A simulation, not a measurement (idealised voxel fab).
Process module heading - voxel gate over fins
Displayed cross-section: cut, width of 255 nm, square cells sized 5 nm.
We lay out every cross-section as a grid of square cells and spell it out in bands from the top down, where one band means one or more rows of cells. Quick guide to a band line: top height, bottom height (nm) up front; then every material left to right with its width in nm. Only one material and it's marked "edge to edge"? Then it fills the band edge to edge. And "empty" just means empty space. Beneath 0, the wafer as received is one material, and that level is where height counting begins. The lowest band goes on downward without a bottom; it is written like "z 0 and below". The two numbers in a width such as "30..40" mark its ends across the band: the first belongs to the top row of cells, the second to the bottom row, and from each row to the next the width moves by the same amount. A step reported as "nothing changed" is a step in which no cell of the cross-section changed. "Closed internal cavities": empty spaces of 8 cells or more with no open way to the top, each given as width x height at distance, distance from the left edge, all in nm. Past the settings on a step's line: simulator remark, on that step. The optional step-line setting "overlay nm" applies to steps with a mask and quantifies how far to the right of its planned location the mask lay, a negative value indicating leftward placement.
# These are the steps we planned for the process
1. RECEIVE with material Si
2. CONFORMAL_DEP with material SiN, thk nm 10
3. DIRECTIONAL_DEP with material aC, thk nm 10
4. PATTERN with tone cover, mask id FINS, material resist, width nm 15, pitch nm 50, thk nm 30, overlay nm 0
5. DIRECTIONAL_ETCH with etch materials aC, depth nm 10
6. STRIP with etch materials resist
7. DIRECTIONAL_ETCH with etch materials SiN, depth nm 10
8. DIRECTIONAL_ETCH with etch materials Si, depth nm 35
9. STRIP with etch materials aC
10. OXIDIZE with depth nm 5
11. FILL_DEP with material SiO2, thk nm 5
12. CMP with height nm 10
13. DIRECTIONAL_DEP with material aC, thk nm 15
14. PATTERN with tone open, mask id RAIL, material resist, width nm 15, thk nm 35, overlay nm 0
15. DIRECTIONAL_ETCH with etch materials aC, depth nm 15
16. STRIP with etch materials resist
17. DIRECTIONAL_ETCH with etch materials SiO2, depth nm 40
18. STRIP with etch materials aC
19. CONFORMAL_DEP with material TiN, thk nm 5
20. FILL_DEP with material Ru, thk nm 10
21. CMP with height nm 10
22. SELECTIVE_ETCH with etch materials W Ru TiN, depth nm 35
23. FILL_DEP with material SiO2, thk nm 5
24. CMP with height nm 10
25. SELECTIVE_ETCH with etch materials SiO2, depth nm 25
26. STRIP with etch materials SiN
27. CONFORMAL_DEP with material HfO2, thk nm 5
28. CONFORMAL_DEP with material TiN, thk nm 5
29. CONFORMAL_DEP with material TiAl, thk nm 5
30. CONFORMAL_DEP with material TiN, thk nm 5
31. FILL_DEP with material W, thk nm 10
32. CMP with height nm 25
33. CONFORMAL_DEP with material SiCN, thk nm 10
The plan's step 30 thk nm is the first wafer's value; the wafers differ in this setting and start identical.
# Received condition of the first of several wafers, sectioned: post-step 1
> z 0 and below = Si edge to edge
> Closed internal cavities: none
# Quick look at the cross-section of the first of several wafers after step 33, which wraps up the module
> z 35 to 25 = SiCN edge to edge
> z 25 to 20 = W edge to edge
> z 20 to 15 = W: 55 | TiN: 45 | W: 5 | TiN: 45 | W: 5 | TiN: 45 | W: 55
> z 15 to 10 = W: 55 | TiN: 5 | TiAl: 35 | TiN: 5 | W: 5 | TiN: 5 | TiAl: 35 | TiN: 5 | W: 5 | TiN: 5 | TiAl: 35 | TiN: 5 | W: 55
> z 10 to 5 = W: 55 | TiN: 5 | TiAl: 5 | TiN: 25 | TiAl: 5 | TiN: 5 | W: 5 | TiN: 5 | TiAl: 5 | TiN: 25 | TiAl: 5 | TiN: 5 | W: 5 | TiN: 5 | TiAl: 5 | TiN: 25 | TiAl: 5 | TiN: 5 | W: 55
> z 5 to 0 = TiN: 60 | TiAl: 5 | TiN: 5 | HfO2: 15 | TiN: 5 | TiAl: 5 | TiN: 15 | TiAl: 5 | TiN: 5 | HfO2: 15 | TiN: 5 | TiAl: 5 | TiN: 15 | TiAl: 5 | TiN: 5 | HfO2: 15 | TiN: 5 | TiAl: 5 | TiN: 60
> z 0 to -5 = TiAl: 65 | TiN: 5 | HfO2: 5 | Si: 5 | HfO2: 5 | TiN: 5 | TiAl: 25 | TiN: 5 | HfO2: 5 | Si: 5 | HfO2: 5 | TiN: 5 | TiAl: 25 | TiN: 5 | HfO2: 5 | Si: 5 | HfO2: 5 | TiN: 5 | TiAl: 65
> z -5 to -10 = TiN: 70 | HfO2: 5 | Si: 5 | HfO2: 5 | TiN: 35 | HfO2: 5 | Si: 5 | HfO2: 5 | TiN: 35 | HfO2: 5 | Si: 5 | HfO2: 5 | TiN: 70
> z -10 to -15 = HfO2: 75 | Si: 5 | HfO2: 45 | Si: 5 | HfO2: 45 | Si: 5 | HfO2: 75
> z -15 to -25 = SiO2: 75 | Si: 5 | SiO2: 45 | Si: 5 | SiO2: 45 | Si: 5 | SiO2: 75
> z -25 to -30 = SiO2: 75 | Si: 5 | SiO2: 15 | TiN: 15 | SiO2: 15 | Si: 5 | SiO2: 45 | Si: 5 | SiO2: 75
> z -30 to -40 = SiO2: 75 | Si: 5 | SiO2: 45 | Si: 5 | SiO2: 45 | Si: 5 | SiO2: 75
> z -40 and below = Si edge to edge
> Closed internal cavities: none
# Cross-section of the last wafer at end of module
> z 35 to 25 = SiCN edge to edge
> z 25 to 20 = W: 40 | TiN: 175 | W: 40
> z 20 to 15 = TiN edge to edge
> z 15 to 10 = TiN: 60 | TiAl: 35 | TiN: 15 | TiAl: 35 | TiN: 15 | TiAl: 35 | TiN: 60
> z 10 to 5 = TiN: 60 | TiAl: 5 | TiN: 25 | TiAl: 5 | TiN: 15 | TiAl: 5 | TiN: 25 | TiAl: 5 | TiN: 15 | TiAl: 5 | TiN: 25 | TiAl: 5 | TiN: 60
> z 5 to 0 = TiN: 60 | TiAl: 5 | TiN: 5 | HfO2: 15 | TiN: 5 | TiAl: 5 | TiN: 15 | TiAl: 5 | TiN: 5 | HfO2: 15 | TiN: 5 | TiAl: 5 | TiN: 15 | TiAl: 5 | TiN: 5 | HfO2: 15 | TiN: 5 | TiAl: 5 | TiN: 60
> z 0 to -5 = TiAl: 65 | TiN: 5 | HfO2: 5 | Si: 5 | HfO2: 5 | TiN: 5 | TiAl: 25 | TiN: 5 | HfO2: 5 | Si: 5 | HfO2: 5 | TiN: 5 | TiAl: 25 | TiN: 5 | HfO2: 5 | Si: 5 | HfO2: 5 | TiN: 5 | TiAl: 65
> z -5 to -10 = TiN: 70 | HfO2: 5 | Si: 5 | HfO2: 5 | TiN: 35 | HfO2: 5 | Si: 5 | HfO2: 5 | TiN: 35 | HfO2: 5 | Si: 5 | HfO2: 5 | TiN: 70
> z -10 to -15 = HfO2: 75 | Si: 5 | HfO2: 45 | Si: 5 | HfO2: 45 | Si: 5 | HfO2: 75
> z -15 to -25 = SiO2: 75 | Si: 5 | SiO2: 45 | Si: 5 | SiO2: 45 | Si: 5 | SiO2: 75
> z -25 to -30 = SiO2: 75 | Si: 5 | SiO2: 15 | TiN: 15 | SiO2: 15 | Si: 5 | SiO2: 45 | Si: 5 | SiO2: 75
> z -30 to -40 = SiO2: 75 | Si: 5 | SiO2: 45 | Si: 5 | SiO2: 45 | Si: 5 | SiO2: 75
> z -40 and below = Si edge to edge
> Closed internal cavities: none
# The rows of the table below are wafers. Looking at the end of the module, a row counts, for every material, the cells the wafer has gained, shown as (+), or lost, shown as (-), since it was received; its closed voids come next
thk nm 5, +69 HfO2, -384 Si, +102 SiCN, +237 SiO2, +69 TiAl, +141 TiN, +123 W, Closed internal cavities: none
thk nm 10, +69 HfO2, -384 Si, +102 SiCN, +237 SiO2, +69 TiAl, +204 TiN, +60 W, Closed internal cavities: none
thk nm 15, +69 HfO2, -384 Si, +102 SiCN, +237 SiO2, +69 TiAl, +228 TiN, +36 W, Closed internal cavities: none
thk nm 20, +69 HfO2, -384 Si, +102 SiCN, +237 SiO2, +69 TiAl, +248 TiN, +16 W, Closed internal cavities: none
